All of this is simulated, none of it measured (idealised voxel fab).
Title: Process Module voxel transistor to metal
Xsec cut, 195 nm wide, square cell size 5 nm.
How to read a cross-section here: the picture is a grid of square cells, written as bands going from the top down, and any band can span one or more rows of cells.
Band: top height; bottom height; in nm. Then, left to right: material with width in nm, for each material. "edge to edge": a single material spanning edge to edge. "blank": empty space.
Basically, 0 is our baseline, since under it the wafer straight out of the box is all one material. The bottom band has no lower end and keeps on going down, so it looks like "0 and below".
The expression "30..40" gives the width at the extremes of the band, the first number at its top row of cells and the second at its bottom row, with the width changing by equal amounts from each row to the next in between.
The designation "stayed the same", where it is given for a processing step, indicates that no cell of the cross-section was altered in the course of that step.
Under "Entrapped void list" you'll find the enclosed gaps, the ones with no way out to the top, that are 8 cells or bigger; each reads width x height at distance, with distance counted from the left edge, everything in nm.
It should be noted that, on the line of a given step, the content following the step's settings is a remark produced by the simulator itself with respect to that step.
overlay nm: how far to the right of its planned place the mask lay on this masked step (negative: to the left).
Steps in the process plan
1,RECEIVE | material Si
2,OXIDIZE | depth nm 5
3,CONFORMAL_DEP | material SiN | thk nm 10
4,MASKED_ETCH | tone cover | mask id ACTIVE | width nm 115 | etch materials SiN | depth nm 10 | overlay nm 0
5,MASKED_ETCH | tone cover | mask id ACTIVE | width nm 115 | etch materials SiO2 | depth nm 5 | overlay nm -15
6,MASKED_ETCH | tone cover | mask id ACTIVE | width nm 115 | etch materials Si | depth nm 35 | overlay nm 0
7,FILL_DEP | material SiO2 | thk nm 10
8,CMP | height nm 10
9,SELECTIVE_ETCH | etch materials SiO2 | depth nm 10
10,STRIP | etch materials SiN
11,SELECTIVE_ETCH | etch materials SiO2 | depth nm 5
12,OXIDIZE | depth nm 5
13,DIRECTIONAL_DEP | material polySi | thk nm 30
14,DIRECTIONAL_DEP | material SiCN | thk nm 15
15,DIRECTIONAL_DEP | material aC | thk nm 10
16,PATTERN | tone cover | mask id GATE | material resist | width nm 25 | thk nm 30 | overlay nm 0
17,DIRECTIONAL_ETCH | etch materials aC | depth nm 10
18,STRIP | etch materials resist
19,DIRECTIONAL_ETCH | etch materials SiCN | depth nm 25
20,DIRECTIONAL_ETCH | etch materials polySi | depth nm 40
21,STRIP | etch materials aC
22,CONFORMAL_DEP | material SiO2 | thk nm 5
23,DIRECTIONAL_ETCH | etch materials SiO2 | depth nm 5
24,CONFORMAL_DEP | material SiN | thk nm 5
25,DIRECTIONAL_ETCH | etch materials SiN | depth nm 5
26,DIRECTIONAL_ETCH | etch materials SiO2 | depth nm 5
27,EPI | material nSi | thk nm 5
28,FILL_DEP | material SiO2 | thk nm 10
29,CMP | height nm 40
30,DIRECTIONAL_DEP | material SiO2 | thk nm 10
31,PATTERN | tone open | mask id CONTACT | material resist | width nm 15 | pitch nm 80 | thk nm 15 | overlay nm 0
32,DIRECTIONAL_ETCH | etch materials SiO2 | depth nm 55
33,STRIP | etch materials resist
34,CONFORMAL_DEP | material TiN | thk nm 5
35,FILL_DEP | material Ru | thk nm 10
36,CMP | height nm 50
37,CONFORMAL_DEP | material SiN | thk nm 5
38,DIRECTIONAL_DEP | material SiO2 | thk nm 20
39,DIRECTIONAL_DEP | material aC | thk nm 15
40,PATTERN | tone open | mask id METAL_1 | material resist | width nm 15 | pitch nm 80 | thk nm 35 | overlay nm 0
41,DIRECTIONAL_ETCH | etch materials aC | depth nm 15
42,STRIP | etch materials resist
43,DIRECTIONAL_ETCH | etch materials SiO2 | depth nm 20
44,DIRECTIONAL_ETCH | etch materials SiN | depth nm 5
45,STRIP | etch materials aC
46,CONFORMAL_DEP | material TiN | thk nm 5
47,FILL_DEP | material Cu | thk nm 10
48,CMP | height nm 75
49,CONFORMAL_DEP | material SiCN | thk nm 5
For clarity, it should be stated that the wafers under discussion commence in an identical condition and differ with respect to the overlay nm of step 5, the plan indicating the value that the first wafer had.
Cross-section of the first of several wafers on receipt, reflecting completion of step 1
0 and below: Si edge to edge
Entrapped void list: none
Take any row and you have a wafer at the end of the module: how many cells of each material it has gained (+) or lost (-) since it was received, and then its closed voids
overlay nm -15, +8 Cu, +20 Ru, -156 Si, +54 SiCN, +51 SiN, +530 SiO2, +68 TiN, +19 nSi, +30 polySi, Entrapped void list: none
overlay nm -10, +8 Cu, +20 Ru, -162 Si, +54 SiCN, +51 SiN, +537 SiO2, +68 TiN, +18 nSi, +30 polySi, Entrapped void list: none
overlay nm -5, +8 Cu, +20 Ru, -168 Si, +54 SiCN, +51 SiN, +544 SiO2, +68 TiN, +17 nSi, +30 polySi, Entrapped void list: none
overlay nm 0, +8 Cu, +20 Ru, -174 Si, +54 SiCN, +51 SiN, +551 SiO2, +68 TiN, +16 nSi, +30 polySi, Entrapped void list: none
overlay nm 5, +8 Cu, +20 Ru, -168 Si, +54 SiCN, +51 SiN, +544 SiO2, +68 TiN, +17 nSi, +30 polySi, Entrapped void list: none
overlay nm 10, +8 Cu, +20 Ru, -162 Si, +54 SiCN, +51 SiN, +537 SiO2, +68 TiN, +18 nSi, +30 polySi, Entrapped void list: none
overlay nm 15, +8 Cu, +20 Ru, -156 Si, +54 SiCN, +51 SiN, +530 SiO2, +68 TiN, +19 nSi, +30 polySi, Entrapped void list: none
